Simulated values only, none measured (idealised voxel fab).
Proc. module: voxel wiring stack
We display cut, a cross-section 260 nm in width whose square cells are each 5 nm.
Format of a cross-section: grid, square cells. Given as bands. Order: top down. Band: one or more rows of cells.
Per band: top height and bottom height in nm, followed by the left-to-right materials and their widths in nm; "throughout" marks a single material spanning edge to edge, "air" marks empty space.
Heights are reckoned from 0. Under this level, the received wafer is all of one material. The bottommost band is open-ended downward, for example "0 -> down".
Note: "30->40" means the width goes from the first number (top row of the band) to the second number (bottom row) in equal steps per row of cells.
"remained unchanged" means the step left every cell of the cross-section as it was.
Enclosed voids (no open way to top), threshold 8 cells or more, entry "Closed cavity list", notation width x height at distance, distance from left edge, nm.
What comes after the settings on a step's line is commentary from the simulator itself on that step.
What "overlay nm" on a step's line means: if the step has a mask, that mask lay this far to the right of its planned place, or, when the value is negative, to the left.

# List of planned process steps
| 1 | RECEIVE, material Si |
| 2 | CONFORMAL_DEP, material SiO2, thk nm 10 |
| 3 | DIRECTIONAL_DEP, material TiN, thk nm 5 |
| 4 | DIRECTIONAL_DEP, material W, thk nm 25 |
| 5 | MASKED_ETCH, tone cover, mask id METAL_1, width nm 20, pitch nm 50, etch materials W, depth nm 25, overlay nm 0 |
| 6 | MASKED_ETCH, tone cover, mask id METAL_1, width nm 20, pitch nm 50, etch materials TiN, depth nm 5, overlay nm 0 |
| 7 | CONFORMAL_DEP, material SiN, thk nm 5 |
| 8 | FILL_DEP, material lowk, thk nm 10 |
| 9 | CMP, height nm 40 |
| 10 | CONFORMAL_DEP, material SiCN, thk nm 5 |
| 11 | DIRECTIONAL_DEP, material lowk, thk nm 15 |
| 12 | MASKED_ETCH, tone open, mask id PLUG_1, width nm 15, pitch nm 100, etch materials lowk, depth nm 15, overlay nm 0 |
| 13 | MASKED_ETCH, tone open, mask id PLUG_1, width nm 15, pitch nm 100, etch materials SiCN, depth nm 5, overlay nm 0 |
| 14 | CONFORMAL_DEP, material TiN, thk nm 5 |
| 15 | FILL_DEP, material Cu, thk nm 5 |
| 16 | CMP, height nm 60 |
| 17 | CONFORMAL_DEP, material SiCN, thk nm 5 |
| 18 | DIRECTIONAL_DEP, material SiO2, thk nm 25 |
| 19 | DIRECTIONAL_DEP, material aC, thk nm 15 |
| 20 | PATTERN, tone open, mask id METAL_2, material resist, width nm 20, pitch nm 50, thk nm 30, overlay nm 0 |
| 21 | DIRECTIONAL_ETCH, etch materials aC, depth nm 15 |
| 22 | STRIP, etch materials resist |
| 23 | DIRECTIONAL_ETCH, etch materials SiO2, depth nm 25 |
| 24 | DIRECTIONAL_ETCH, etch materials SiCN, depth nm 5 |
| 25 | STRIP, etch materials aC |
| 26 | CONFORMAL_DEP, material TiN, thk nm 5 |
| 27 | FILL_DEP, material Ru, thk nm 10 |
| 28 | CMP, height nm 90 |
| 29 | CONFORMAL_DEP, material SiCN, thk nm 5 |
| 30 | DIRECTIONAL_DEP, material SiO2, thk nm 20 |
| 31 | MASKED_ETCH, tone open, mask id PLUG_2, width nm 15, pitch nm 50, etch materials SiO2, depth nm 20, overlay nm 0 |
| 32 | MASKED_ETCH, tone open, mask id PLUG_2, width nm 15, pitch nm 50, etch materials SiCN, depth nm 5, overlay nm 0 |
| 33 | CONFORMAL_DEP, material TiN, thk nm 5 |
| 34 | FILL_DEP, material W, thk nm 5 |
| 35 | CMP, height nm 115 |
| 36 | CONFORMAL_DEP, material SiCN, thk nm 5 |
| 37 | DIRECTIONAL_DEP, material SiO2, thk nm 20 |
| 38 | PATTERN, tone open, mask id METAL_3, material resist, width nm 20, pitch nm 50, thk nm 15, overlay nm 0 |
| 39 | DIRECTIONAL_ETCH, etch materials SiO2, depth nm 20 |
| 40 | DIRECTIONAL_ETCH, etch materials SiCN, depth nm 5 |
| 41 | STRIP, etch materials resist |
| 42 | CONFORMAL_DEP, material TiN, thk nm 5 |
| 43 | FILL_DEP, material Ru, thk nm 5 |
| 44 | CMP, height nm 140 |
| 45 | EPI, material Ru, thk nm 5 |
| 46 | FILL_DEP, material SiCN, thk nm 5 |

# Wafer as received: cross-section following step 1
* 0 -> down = Si throughout
* Closed cavity list: none

# Below is the wafer in cross-section after the module was completed. It began from the starting point shown above and followed the plan shown above, except that one mistake was made while running it
* 150 -> 145 = SiCN throughout
* 145 -> 140 = 65 SiCN; 30 Ru; 20 SiCN; 30 Ru; 20 SiCN; 30 Ru; 65 SiCN
* 140 -> 120 = 70 SiO2; 5 TiN; 10 Ru; 5 TiN; 30 SiO2; 5 TiN; 10 Ru; 5 TiN; 30 SiO2; 5 TiN; 10 Ru; 5 TiN; 70 SiO2
* 120 -> 115 = 70 SiCN; 20 TiN; 30 SiCN; 20 TiN; 30 SiCN; 20 TiN; 70 SiCN
* 115 -> 95 = 70 SiO2; 5 TiN; 5 W; 5 TiN; 35 SiO2; 5 TiN; 5 W; 5 TiN; 35 SiO2; 5 TiN; 5 W; 5 TiN; 75 SiO2
* 95 -> 90 = 70 SiCN; 15 TiN; 35 SiCN; 15 TiN; 35 SiCN; 15 TiN; 75 SiCN
* 90 -> 65 = 70 SiO2; 5 TiN; 10 Ru; 5 TiN; 30 SiO2; 5 TiN; 10 Ru; 5 TiN; 30 SiO2; 5 TiN; 10 Ru; 5 TiN; 70 SiO2
* 65 -> 60 = 70 SiCN; 20 TiN; 30 SiCN; 20 TiN; 30 SiCN; 20 TiN; 70 SiCN
* 60 -> 45 = 70 lowk; 5 TiN; 5 Cu; 5 TiN; 85 lowk; 5 TiN; 5 Cu; 5 TiN; 75 lowk
* 45 -> 40 = 70 SiCN; 15 TiN; 85 SiCN; 15 TiN; 75 SiCN
* 40 -> 35 = lowk throughout
* 35 -> 30 = 65 lowk; 30 SiN; 20 lowk; 30 SiN; 20 lowk; 30 SiN; 65 lowk
* 30 -> 5 = 65 lowk; 5 SiN; 20 W; 5 SiN; 20 lowk; 5 SiN; 20 W; 5 SiN; 20 lowk; 5 SiN; 20 W; 5 SiN; 65 lowk
* 5 -> 0 = 70 SiN; 20 TiN; 30 SiN; 20 TiN; 30 SiN; 20 TiN; 70 SiN
* 0 -> down = Si throughout
* Closed cavity list: none
What went wrong in running the wafer? step 2 was left out
